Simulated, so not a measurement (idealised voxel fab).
Title: Process Module voxel double patterning
Cross-section cut spans 165 nm and uses square cells 5 nm in size.
Cross-section format: a grid of square cells, given as bands from top to bottom; each band is one or more rows of cells.
Read a band's entry like this: the first values are the height of its top and the height of its bottom in nm, and what follows is the sequence of materials from left to right, each with its width in nm. Note that "empty" is empty space, and that a single material marked "edge to edge" reaches across the band from edge to edge.
Note: height 0 marks the level under which the wafer is uniformly one material as received. Lowest band unbounded below, written "0..down".
The expression "30->40" gives the width at the extremes of the band, the first number at its top row of cells and the second at its bottom row, with the width changing by equal amounts from each row to the next in between.
Any step labelled "same as before" changed none of the cells in the cross-section.
In the "Closed void listing" entry, you get each enclosed empty space of 8 cells or more, one with no open way to the top, written width x height at distance, distance from the left edge, in nm.
Heads up: the bit after the settings on a step's line is the simulator's remark on that step.
"overlay nm" on a masked step: distance the mask lay right of its planned place, negative for left.
[The following list gives the planned process steps]
step 1: RECEIVE: material Si
step 2: CONFORMAL_DEP: material SiN, thk nm 5
step 3: DIRECTIONAL_DEP: material SiO2, thk nm 15
step 4: DIRECTIONAL_DEP: material SiCN, thk nm 5
step 5: DIRECTIONAL_DEP: material aC, thk nm 15
step 6: PATTERN: tone open, mask id FIRST, material resist, width nm 15, pitch nm 50, thk nm 35, overlay nm 0
step 7: DIRECTIONAL_ETCH: etch materials aC, depth nm 15
step 8: STRIP: etch materials resist
step 9: DIRECTIONAL_ETCH: etch materials SiCN, depth nm 5
step 10: STRIP: etch materials aC
step 11: DIRECTIONAL_DEP: material aC, thk nm 15
step 12: PATTERN: tone open, mask id SECOND, material resist, width nm 15, thk nm 35, overlay nm 0
step 13: DIRECTIONAL_ETCH: etch materials aC, depth nm 15
step 14: STRIP: etch materials resist
step 15: DIRECTIONAL_ETCH: etch materials SiCN, depth nm 5
step 16: STRIP: etch materials aC
step 17: DIRECTIONAL_ETCH: etch materials SiO2, depth nm 15
step 18: STRIP: etch materials SiCN
The wafers in this document start out alike and differ in the width nm applied at step 12; the plan shows the value used for the first wafer.
[Cross-section of the first of several received wafers, showing its state after step 1]
  0..down | Si edge to edge
  Closed void listing: none
[Here is the cross-section of the first of several wafers at the end of the module, after its last step, step 18]
  20..5 | 50 of SiO2, then 15 of empty, then 10 of SiO2, then 15 of empty, then 10 of SiO2, then 15 of empty, then 50 of SiO2
  5..0 | SiN edge to edge
  0..down | Si edge to edge
  Closed void listing: none
[At the end of the module, the last of several wafers in cross-section]
  20..5 | 50 of SiO2, then 15 of empty, then 5 of SiO2, then 45 of empty, then 50 of SiO2
  5..0 | SiN edge to edge
  0..down | Si edge to edge
  Closed void listing: none
[Per-wafer rows below. For each material: cells gained (+) or lost (-) since the wafer was received, as of end of module. Then: closed voids]
width nm 15; +33 SiN; +72 SiO2; Closed void listing: none
width nm 20; +33 SiN; +69 SiO2; Closed void listing: none
width nm 25; +33 SiN; +66 SiO2; Closed void listing: none
width nm 30; +33 SiN; +63 SiO2; Closed void listing: none
